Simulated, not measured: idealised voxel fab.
Name of the process module below: voxel ribs on slabs
This is section cut - it's 175 nm across, gridded in 5 nm square cells.
Cross-section layout: square cells on a grid; listed as bands, top to bottom; a band spans one or more cell rows.
Within each band entry, the heights of the top and of the bottom of the band appear first, in that order and in nm; the materials of the band then follow from left to right, each with its corresponding width in nm. The designation "throughout" on a single material indicates that it fills the band from edge to edge; the designation "blank" indicates empty space.
Basically, 0 is our baseline, since under it the wafer straight out of the box is all one material. The bottom band has no lower end and keeps on going down, so it looks like "0 nm and below".
Width: "30 to 40" (first number = top row, second number = bottom row, same change from row to row of cells).
The designation "remained the same", where it is given for a processing step, indicates that no cell of the cross-section was altered in the course of that step.
Voids not open to the top, 8 cells minimum: see "Closed void list". Written width x height at distance; distance is from the left edge; nm.
If you see something after the settings on a step's line, that's the simulator's own remark about that step.
overlay nm: where the mask lay relative to plan, measured to the right, on steps with a mask; negatives go left.
## The planned process steps are enumerated hereunder
1,RECEIVE | material Si
2,DIRECTIONAL_DEP | material SiO2 | thk nm 25
3,DIRECTIONAL_DEP | material SiN | thk nm 25
4,DIRECTIONAL_DEP | material aC | thk nm 10
5,PATTERN | tone cover | mask id RIB | material resist | width nm 25 | thk nm 25 | overlay nm 0
6,DIRECTIONAL_ETCH | etch materials aC | depth nm 10
7,STRIP | etch materials resist
8,DIRECTIONAL_ETCH | etch materials SiN | depth nm 20
9,STRIP | etch materials aC
10,PATTERN | tone cover | mask id SLAB | material resist | width nm 65 | thk nm 20 | overlay nm 0
11,DIRECTIONAL_ETCH | etch materials SiN | depth nm 5
12,STRIP | etch materials resist
13,FILL_DEP | material SiO2 | thk nm 25
14,CMP | height nm 65
15,DIRECTIONAL_DEP | material TiN | thk nm 5
16,PATTERN | tone cover | mask id HEATER | material resist | width nm 35 | thk nm 15 | overlay nm 0
17,DIRECTIONAL_ETCH | etch materials TiN | depth nm 5
18,STRIP | etch materials resist
19,CONFORMAL_DEP | material SiN | thk nm 5
## First of two wafers - as planned
## Cross-section of the wafer upon arrival, representing the state reached after step 1
    0 nm and below  Si throughout
    Closed void list: none
## The wafer in cross-section once step 2 is complete
    25 nm to 0 nm  SiO2 throughout
    Everything below 0 is unchanged.
## The wafer in cross-section once step 3 is complete
    50 nm to 25 nm  SiN throughout
    Everything below 25 is unchanged.
## The wafer in cross-section once step 4 is complete
    60 nm to 50 nm  aC throughout
    Everything below 50 is unchanged.
## The wafer in cross-section once step 5 is complete
    85 nm to 60 nm  75 nm blank / 25 nm resist / 75 nm blank
    Everything below 60 is unchanged.
## The wafer in cross-section once step 6 is complete
    75 nm to 60 nm  75 nm blank / 25 nm resist / 75 nm blank
    60 nm to 50 nm  75 nm blank / 25 nm aC / 75 nm blank
    Everything below 50 is unchanged.
## The wafer in cross-section once step 7 is complete
    60 nm to 50 nm  75 nm blank / 25 nm aC / 75 nm blank
    Everything below 50 is unchanged.
## The wafer in cross-section once step 8 is complete
    60 nm to 50 nm  75 nm blank / 25 nm aC / 75 nm blank
    50 nm to 30 nm  75 nm blank / 25 nm SiN / 75 nm blank
    Everything below 30 is unchanged.
## The wafer in cross-section once step 9 is complete
    50 nm to 30 nm  75 nm blank / 25 nm SiN / 75 nm blank
    Everything below 30 is unchanged.
## The wafer in cross-section once step 10 is complete
    70 nm to 50 nm  55 nm blank / 65 nm resist / 55 nm blank
    50 nm to 30 nm  55 nm blank / 20 nm resist / 25 nm SiN / 20 nm resist / 55 nm blank
    Everything below 30 is unchanged.
## The wafer in cross-section once step 11 is complete
    70 nm to 50 nm  55 nm blank / 65 nm resist / 55 nm blank
    50 nm to 30 nm  55 nm blank / 20 nm resist / 25 nm SiN / 20 nm resist / 55 nm blank
    30 nm to 25 nm  55 nm blank / 65 nm SiN / 55 nm blank
    Everything below 25 is unchanged.
## The wafer in cross-section once step 12 is complete
    50 nm to 30 nm  75 nm blank / 25 nm SiN / 75 nm blank
    Everything below 30 is unchanged.
## The wafer in cross-section once step 13 is complete
    75 nm to 50 nm  SiO2 throughout
    50 nm to 30 nm  75 nm SiO2 / 25 nm SiN / 75 nm SiO2
    30 nm to 25 nm  55 nm SiO2 / 65 nm SiN / 55 nm SiO2
    Everything below 25 is unchanged.
## The wafer in cross-section once step 14 is complete
    65 nm to 50 nm  SiO2 throughout
    Everything below 50 is unchanged.
## The wafer in cross-section once step 15 is complete
    70 nm to 65 nm  TiN throughout
    Everything below 65 is unchanged.
## The wafer in cross-section once step 16 is complete
    85 nm to 70 nm  70 nm blank / 35 nm resist / 70 nm blank
    Everything below 70 is unchanged.
## The wafer in cross-section once step 17 is complete
    85 nm to 70 nm  70 nm blank / 35 nm resist / 70 nm blank
    70 nm to 65 nm  70 nm blank / 35 nm TiN / 70 nm blank
    Everything below 65 is unchanged.
## The wafer in cross-section once step 18 is complete
    70 nm to 65 nm  70 nm blank / 35 nm TiN / 70 nm blank
    Everything below 65 is unchanged.
## The wafer in cross-section once step 19 is complete
    75 nm to 70 nm  65 nm blank / 45 nm SiN / 65 nm blank
    70 nm to 65 nm  70 nm SiN / 35 nm TiN / 70 nm SiN
    Everything below 65 is unchanged.
## What follows concerns the second wafer, which started out like the first and was meant to follow the very same plan; one mistake crept in when it was run, but everything up to and including step 1 is the same as for the first wafer
## Cross-section: second wafer, time at which step 2 was scheduled to end
    25 nm to 0 nm  SiN throughout
    Everything below 0 is unchanged.
## Cross-section: second wafer, time at which step 3 was scheduled to end
    50 nm to 0 nm  SiN throughout
    Everything below 0 is unchanged.
## Cross-section: second wafer, time at which step 4 was scheduled to end
    60 nm to 50 nm  aC throughout
    Everything below 50 is unchanged.
## Cross-section: second wafer, time at which step 5 was scheduled to end
    85 nm to 60 nm  75 nm blank / 25 nm resist / 75 nm blank
    Everything below 60 is unchanged.
## Cross-section: second wafer, time at which step 6 was scheduled to end
    75 nm to 60 nm  75 nm blank / 25 nm resist / 75 nm blank
    60 nm to 50 nm  75 nm blank / 25 nm aC / 75 nm blank
    Everything below 50 is unchanged.
## Cross-section: second wafer, time at which step 7 was scheduled to end
    60 nm to 50 nm  75 nm blank / 25 nm aC / 75 nm blank
    Everything below 50 is unchanged.
## Cross-section: second wafer, time at which step 8 was scheduled to end
    60 nm to 50 nm  75 nm blank / 25 nm aC / 75 nm blank
    50 nm to 30 nm  75 nm blank / 25 nm SiN / 75 nm blank
    Everything below 30 is unchanged.
## Cross-section: second wafer, time at which step 9 was scheduled to end
    50 nm to 30 nm  75 nm blank / 25 nm SiN / 75 nm blank
    Everything below 30 is unchanged.
## Cross-section: second wafer, time at which step 10 was scheduled to end
    70 nm to 50 nm  55 nm blank / 65 nm resist / 55 nm blank
    50 nm to 30 nm  55 nm blank / 20 nm resist / 25 nm SiN / 20 nm resist / 55 nm blank
    Everything below 30 is unchanged.
## Cross-section: second wafer, time at which step 11 was scheduled to end
    70 nm to 50 nm  55 nm blank / 65 nm resist / 55 nm blank
    50 nm to 30 nm  55 nm blank / 20 nm resist / 25 nm SiN / 20 nm resist / 55 nm blank
    30 nm to 25 nm  55 nm blank / 65 nm SiN / 55 nm blank
    Everything below 25 is unchanged.
## Cross-section: second wafer, time at which step 12 was scheduled to end
    50 nm to 30 nm  75 nm blank / 25 nm SiN / 75 nm blank
    Everything below 30 is unchanged.
## Cross-section: second wafer, time at which step 13 was scheduled to end
    75 nm to 50 nm  SiO2 throughout
    50 nm to 30 nm  75 nm SiO2 / 25 nm SiN / 75 nm SiO2
    30 nm to 25 nm  55 nm SiO2 / 65 nm SiN / 55 nm SiO2
    Everything below 25 is unchanged.
## Cross-section: second wafer, time at which step 14 was scheduled to end
    65 nm to 50 nm  SiO2 throughout
    Everything below 50 is unchanged.
## Cross-section: second wafer, time at which step 15 was scheduled to end
    70 nm to 65 nm  TiN throughout
    Everything below 65 is unchanged.
## Cross-section: second wafer, time at which step 16 was scheduled to end
    85 nm to 70 nm  70 nm blank / 35 nm resist / 70 nm blank
    Everything below 70 is unchanged.
## Cross-section: second wafer, time at which step 17 was scheduled to end
    85 nm to 70 nm  70 nm blank / 35 nm resist / 70 nm blank
    70 nm to 65 nm  70 nm blank / 35 nm TiN / 70 nm blank
    Everything below 65 is unchanged.
## Cross-section: second wafer, time at which step 18 was scheduled to end
    70 nm to 65 nm  70 nm blank / 35 nm TiN / 70 nm blank
    Everything below 65 is unchanged.
## Cross-section: second wafer, time at which step 19 was scheduled to end
    75 nm to 70 nm  65 nm blank / 45 nm SiN / 65 nm blank
    70 nm to 65 nm  70 nm SiN / 35 nm TiN / 70 nm SiN
    Everything below 65 is unchanged.
The mistake made against the process plan was this: step 2 ran with different settings than intended, the actual operation and settings being DIRECTIONAL_DEP | material SiN | thk nm 25
at the end the second wafer has, in cells: SiN +175, SiO2 -175
